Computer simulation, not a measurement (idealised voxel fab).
Name of the process module below: voxel self aligned vias
Cross-sectional view cut (width: 280 nm; square cell size: 5 nm).
When this document writes out a cross-section, it uses a grid of square cells and lists it as bands, beginning at the top and moving down, with a band standing for one or more rows of cells.
For a band, the entry starts with two heights in nm, that of the top and then that of the bottom, and carries on with the band's materials in order from left to right, each alongside its width in nm; the word "throughout" beside a single material means it fills the band edge to edge, and "empty" means empty space.
The reference from which all heights are counted is 0, the level beneath which the as-received wafer is entirely one material; the lowest band, having no lower bound, proceeds downward and is written after the example "0 -> down".
The two numbers in a width such as "30->40" mark its ends across the band: the first belongs to the top row of cells, the second to the bottom row, and from each row to the next the width moves by the same amount.
"same as before" means the step left every cell of the cross-section as it was.
Empty spaces without an open route to the top, at least 8 cells in extent, make up the entry "Enclosed void entries"; each is given as width x height at distance, where the distance is measured from the left edge, and all are in nm.
Whatever follows a step's settings on its line is a remark the simulator itself makes about that step.
What "overlay nm" on a step's line means: if the step has a mask, that mask lay this far to the right of its planned place, or, when the value is negative, to the left.
### plan
| 1 | RECEIVE | material Si |
| 2 | CONFORMAL_DEP | material SiO2 | thk nm 10 |
| 3 | CONFORMAL_DEP | material SiCN | thk nm 5 |
| 4 | DIRECTIONAL_DEP | material lowk | thk nm 25 |
| 5 | MASKED_ETCH | tone open | mask id LINES | width nm 20 | pitch nm 50 | etch materials lowk | depth nm 25 | overlay nm 0 |
| 6 | CONFORMAL_DEP | material TiN | thk nm 5 |
| 7 | FILL_DEP | material Ru | thk nm 10 |
| 8 | CMP | height nm 40 |
| 9 | SELECTIVE_ETCH | etch materials W Ru TiN | depth nm 5 |
| 10 | FILL_DEP | material SiN | thk nm 5 |
| 11 | CMP | height nm 40 |
| 12 | DIRECTIONAL_DEP | material lowk | thk nm 20 |
| 13 | DIRECTIONAL_DEP | material aC | thk nm 15 |
| 14 | PATTERN | tone open | mask id VIAS | material resist | width nm 20 | pitch nm 100 | thk nm 30 | overlay nm 0 |
| 15 | DIRECTIONAL_ETCH | etch materials aC | depth nm 15 |
| 16 | STRIP | etch materials resist |
| 17 | DIRECTIONAL_ETCH | etch materials lowk | depth nm 20 |
| 18 | DIRECTIONAL_ETCH | etch materials SiN | depth nm 5 |
| 19 | STRIP | etch materials aC |
| 20 | CONFORMAL_DEP | material TiN | thk nm 5 |
| 21 | FILL_DEP | material Ru | thk nm 5 |
| 22 | CMP | height nm 60 |
| 23 | CONFORMAL_DEP | material SiN | thk nm 5 |
Across this set of wafers, the varied parameter is the width nm of step 14. Starting conditions are identical for every wafer, and the plan reports the value assigned to the first wafer.
### First wafer of several, as received: cross-section after step 1
	0 -> down | Si throughout
	Enclosed void entries: none
### Post step 23, the closing step of the module: first of several wafers, cross-sectioned
	65 -> 60 | SiN throughout
	60 -> 40 | lowk=80 / TiN=5 / Ru=10 / TiN=5 / lowk=80 / TiN=5 / Ru=10 / TiN=5 / lowk=80
	40 -> 35 | lowk=80 / TiN=20 / lowk=30 / SiN=20 / lowk=30 / TiN=20 / lowk=80
	35 -> 20 | lowk=80 / TiN=5 / Ru=10 / TiN=5 / lowk=30 / TiN=5 / Ru=10 / TiN=5 / lowk=30 / TiN=5 / Ru=10 / TiN=5 / lowk=80
	20 -> 15 | lowk=80 / TiN=20 / lowk=30 / TiN=20 / lowk=30 / TiN=20 / lowk=80
	15 -> 10 | SiCN throughout
	10 -> 0 | SiO2 throughout
	0 -> down | Si throughout
	Enclosed void entries: none
### Cross-sectional view, end of module, last wafer of several
	65 -> 60 | SiN throughout
	60 -> 45 | lowk=70 / TiN=5 / Ru=35 / TiN=5 / lowk=55 / TiN=5 / Ru=35 / TiN=5 / lowk=65
	45 -> 40 | lowk=70 / TiN=15 / Ru=10 / TiN=20 / lowk=55 / TiN=15 / Ru=10 / TiN=20 / lowk=65
	40 -> 35 | lowk=80 / TiN=20 / lowk=30 / SiN=20 / lowk=30 / TiN=20 / lowk=80
	35 -> 20 | lowk=80 / TiN=5 / Ru=10 / TiN=5 / lowk=30 / TiN=5 / Ru=10 / TiN=5 / lowk=30 / TiN=5 / Ru=10 / TiN=5 / lowk=80
	20 -> 15 | lowk=80 / TiN=20 / lowk=30 / TiN=20 / lowk=30 / TiN=20 / lowk=80
	15 -> 10 | SiCN throughout
	10 -> 0 | SiO2 throughout
	0 -> down | Si throughout
	Enclosed void entries: none
### Wafer rows, end of module: cells per material gained (+) or lost (-) since receipt; closed voids last
width nm 20, +34 Ru, +56 SiCN, +60 SiN, +112 SiO2, +54 TiN, +412 lowk, Enclosed void entries: none
width nm 25, +40 Ru, +56 SiCN, +60 SiN, +112 SiO2, +56 TiN, +404 lowk, Enclosed void entries: none
width nm 30, +46 Ru, +56 SiCN, +60 SiN, +112 SiO2, +58 TiN, +396 lowk, Enclosed void entries: none
width nm 35, +52 Ru, +56 SiCN, +60 SiN, +112 SiO2, +60 TiN, +388 lowk, Enclosed void entries: none
width nm 40, +58 Ru, +56 SiCN, +60 SiN, +112 SiO2, +62 TiN, +380 lowk, Enclosed void entries: none
width nm 45, +64 Ru, +56 SiCN, +60 SiN, +112 SiO2, +64 TiN, +372 lowk, Enclosed void entries: none
